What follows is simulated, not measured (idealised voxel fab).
Documented hereafter: the process module known as voxel self aligned vias.
Section cut is 205 nm wide and gridded with 5 nm square cells.
Cross-section layout: square cells on a grid; listed as bands, top to bottom; a band spans one or more cell rows.
The entry gives the band's vertical extent as a top height and a bottom height in nm, then its horizontal make-up as materials from left to right, each with a width in nm. "air" stands for empty space; a single material marked "throughout" fills the band edge to edge.
Heights from 0 (as-received wafer is one material below). Bottom band endless downward, as "0 nm and below".
You'd read "30..40" like this: the band's top row of cells is as wide as the first number, its bottom row is as wide as the second, and going down, every row changes width by the same amount as the row before did.
"no change" -> step changed no cross-section cell.
Closed void register: empty space of 8 cells or more with no open way to the top, each as width x height at its distance from the left edge, in nm
On a step's line, text after the settings is the simulator commenting on that step.
"overlay nm" on a masked step: distance the mask lay right of its planned place, negative for left.

[Here's what the planned process steps look like]
1: RECEIVE, material Si
2: CONFORMAL_DEP, material SiO2, thk nm 10
3: CONFORMAL_DEP, material SiCN, thk nm 5
4: DIRECTIONAL_DEP, material lowk, thk nm 30
5: MASKED_ETCH, tone open, mask id LINES, width nm 20, pitch nm 65, etch materials lowk, depth nm 30, overlay nm 0
6: CONFORMAL_DEP, material TiN, thk nm 5
7: FILL_DEP, material W, thk nm 5
8: CMP, height nm 45
9: SELECTIVE_ETCH, etch materials W Ru TiN, depth nm 5
10: FILL_DEP, material SiN, thk nm 5
11: CMP, height nm 45
12: DIRECTIONAL_DEP, material lowk, thk nm 5
13: PATTERN, tone open, mask id VIAS, material resist, width nm 40, pitch nm 65, thk nm 20, overlay nm 0
14: DIRECTIONAL_ETCH, etch materials lowk, depth nm 15
15: DIRECTIONAL_ETCH, etch materials SiN, depth nm 5
16: STRIP, etch materials resist
17: CONFORMAL_DEP, material TiN, thk nm 5
18: FILL_DEP, material Cu, thk nm 10
19: CMP, height nm 60
20: CONFORMAL_DEP, material SiCN, thk nm 5
Wafers differ in thk nm at step 12; plan lists the first wafer's value; identical starting state.

[Cross-section, first of several wafers, as delivered after step 1]
    0 nm and below | Si throughout
    Closed void register: none

[Here is the cross-section of the first of several wafers at the end of the module, after its last step, step 20]
    65 nm to 60 nm | SiCN throughout
    60 nm to 55 nm | Cu throughout
    55 nm to 50 nm | 20 nm TiN; 30 nm Cu; 35 nm TiN; 30 nm Cu; 35 nm TiN; 30 nm Cu; 25 nm TiN
    50 nm to 45 nm | 15 nm lowk; 5 nm TiN; 30 nm Cu; 5 nm TiN; 25 nm lowk; 5 nm TiN; 30 nm Cu; 5 nm TiN; 25 nm lowk; 5 nm TiN; 30 nm Cu; 5 nm TiN; 20 nm lowk
    45 nm to 40 nm | 15 nm lowk; 40 nm TiN; 25 nm lowk; 40 nm TiN; 25 nm lowk; 40 nm TiN; 20 nm lowk
    40 nm to 35 nm | 15 nm lowk; 15 nm TiN; 10 nm W; 15 nm TiN; 25 nm lowk; 15 nm TiN; 10 nm W; 15 nm TiN; 25 nm lowk; 15 nm TiN; 10 nm W; 15 nm TiN; 20 nm lowk
    35 nm to 20 nm | 25 nm lowk; 5 nm TiN; 10 nm W; 5 nm TiN; 45 nm lowk; 5 nm TiN; 10 nm W; 5 nm TiN; 45 nm lowk; 5 nm TiN; 10 nm W; 5 nm TiN; 30 nm lowk
    20 nm to 15 nm | 25 nm lowk; 20 nm TiN; 45 nm lowk; 20 nm TiN; 45 nm lowk; 20 nm TiN; 30 nm lowk
    15 nm to 10 nm | SiCN throughout
    10 nm to 0 nm | SiO2 throughout
    0 nm and below | Si throughout
    Closed void register: none

[Cross-section, last wafer, module completion]
    65 nm to 60 nm | SiCN throughout
    60 nm to 45 nm | lowk throughout
    45 nm to 40 nm | 25 nm lowk; 20 nm SiN; 45 nm lowk; 20 nm SiN; 45 nm lowk; 20 nm SiN; 30 nm lowk
    40 nm to 20 nm | 25 nm lowk; 5 nm TiN; 10 nm W; 5 nm TiN; 45 nm lowk; 5 nm TiN; 10 nm W; 5 nm TiN; 45 nm lowk; 5 nm TiN; 10 nm W; 5 nm TiN; 30 nm lowk
    20 nm to 15 nm | 25 nm lowk; 20 nm TiN; 45 nm lowk; 20 nm TiN; 45 nm lowk; 20 nm TiN; 30 nm lowk
    15 nm to 10 nm | SiCN throughout
    10 nm to 0 nm | SiO2 throughout
    0 nm and below | Si throughout
    Closed void register: none

[Below, a row for every wafer. Read it as the end-of-module picture: for each material the wafer shows its cells gained (+) or lost (-) since it was received, and then its closed voids]
thk nm 5; +77 Cu; +82 SiCN; +82 SiO2; +101 TiN; +24 W; +167 lowk; Closed void register: none
thk nm 10; +54 Cu; +82 SiCN; +82 SiO2; +95 TiN; +24 W; +196 lowk; Closed void register: none
thk nm 15; +42 Cu; +82 SiCN; +82 SiO2; +78 TiN; +24 W; +225 lowk; Closed void register: none
thk nm 20; +18 Cu; +82 SiCN; +12 SiN; +82 SiO2; +66 TiN; +24 W; +249 lowk; Closed void register: none
thk nm 25; +82 SiCN; +12 SiN; +82 SiO2; +60 TiN; +24 W; +273 lowk; Closed void register: none
thk nm 30; +82 SiCN; +12 SiN; +82 SiO2; +36 TiN; +24 W; +297 lowk; Closed void register: none
